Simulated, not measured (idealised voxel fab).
process module | voxel self aligned contacts
Square cells of 5 nm make up the cross-section cut, whose width is 250 nm.
Heads up, the way a cross-section reads in here is a grid of square cells, handed over as bands from the top down, with every band being one or more rows of cells. Basically the band line says how high the top is and how high the bottom is, in nm, and then what's in it from left to right, every material with its width in nm. Empty space shows up as "air", and if a single material carries "full width" it runs the full band edge to edge. Heights are measured from 0, the level below which the as-received wafer is all one material; the lowest band has no bottom and continues downward, written as in "from 0 down". The expression "30 to 40" gives the width at the extremes of the band, the first number at its top row of cells and the second at its bottom row, with the width changing by equal amounts from each row to the next in between. Where the words "no modification" appear for a step, the cross-section shows no cell changed by that step; every cell remained as before. "Closed internal cavities" contains a list of empty spaces, each no smaller than 8 cells and without an open way to the top, written in the form width x height at distance with the distance from the left edge and all three in nm. Post-settings text on a step line: simulator's own remark regarding the step. The "overlay nm" setting may appear on a step's line; for a step that uses a mask, it gives how far to the right of its planned position the mask lay, and a negative value indicates the left.
The process steps that were planned are listed below:
- 1: RECEIVE, material Si
- 2: OXIDIZE, depth nm 5
- 3: DIRECTIONAL_DEP, material polySi, thk nm 25
- 4: DIRECTIONAL_DEP, material SiN, thk nm 20
- 5: MASKED_ETCH, tone cover, mask id GATE, width nm 25, pitch nm 70, etch materials SiN, depth nm 20, overlay nm 0
- 6: MASKED_ETCH, tone cover, mask id GATE, width nm 25, pitch nm 70, etch materials polySi, depth nm 25, overlay nm 0
- 7: CONFORMAL_DEP, material SiN, thk nm 10
- 8: DIRECTIONAL_ETCH, etch materials SiN, depth nm 10
- 9: FILL_DEP, material SiO2, thk nm 15
- 10: CMP, height nm 50
- 11: PATTERN, tone open, mask id CONTACT, material resist, width nm 55, thk nm 20, overlay nm 0
- 12: DIRECTIONAL_ETCH, etch materials SiO2, depth nm 55
- 13: STRIP, etch materials resist
- 14: CONFORMAL_DEP, material TiN, thk nm 5
- 15: FILL_DEP, material Ru, thk nm 10
- 16: CMP, height nm 50
- 17: CONFORMAL_DEP, material SiN, thk nm 5
Shown in cross-section is the wafer as received, that is, as it stands after step 1:
- from 0 down | Si full width
- Closed internal cavities: none
Here's the cross-section of the first of our two wafers at the end of the module - it ran as planned:
- from 55 to 50 | SiN full width
- from 50 to 45 | SiO2=95; TiN=20; Ru=15; TiN=20; SiO2=100
- from 45 to 25 | SiO2=65; SiN=45; TiN=5; Ru=15; TiN=5; SiN=45; SiO2=70
- from 25 to 0 | SiO2=65; SiN=10; polySi=25; SiN=10; TiN=5; Ru=15; TiN=5; SiN=10; polySi=25; SiN=10; SiO2=70
- from 0 to -5 | SiO2=110; TiN=25; SiO2=115
- from -5 down | Si full width
- Closed internal cavities: none
Wafer two, end of module, cross-section. Same start, same plan as wafer one. One mistake in the run:
- from 55 to 50 | SiN full width
- from 50 to 45 | SiO2=95; TiN=20; Ru=15; TiN=20; SiO2=100
- from 45 to 25 | SiO2=65; SiN=45; TiN=5; Ru=15; TiN=5; SiN=45; SiO2=70
- from 25 to 20 | SiO2=110; TiN=25; SiO2=115
- from 20 to 0 | polySi full width
- from 0 down | Si full width
- Closed internal cavities: none
Short version of what went wrong: order of steps 2 and 3 inverted relative to the plan
Counted in cells at the end, the second wafer holds more or fewer of these materials than the first: -15 Ru | +50 Si | -40 SiN | -135 SiO2 | -10 TiN | +150 polySi
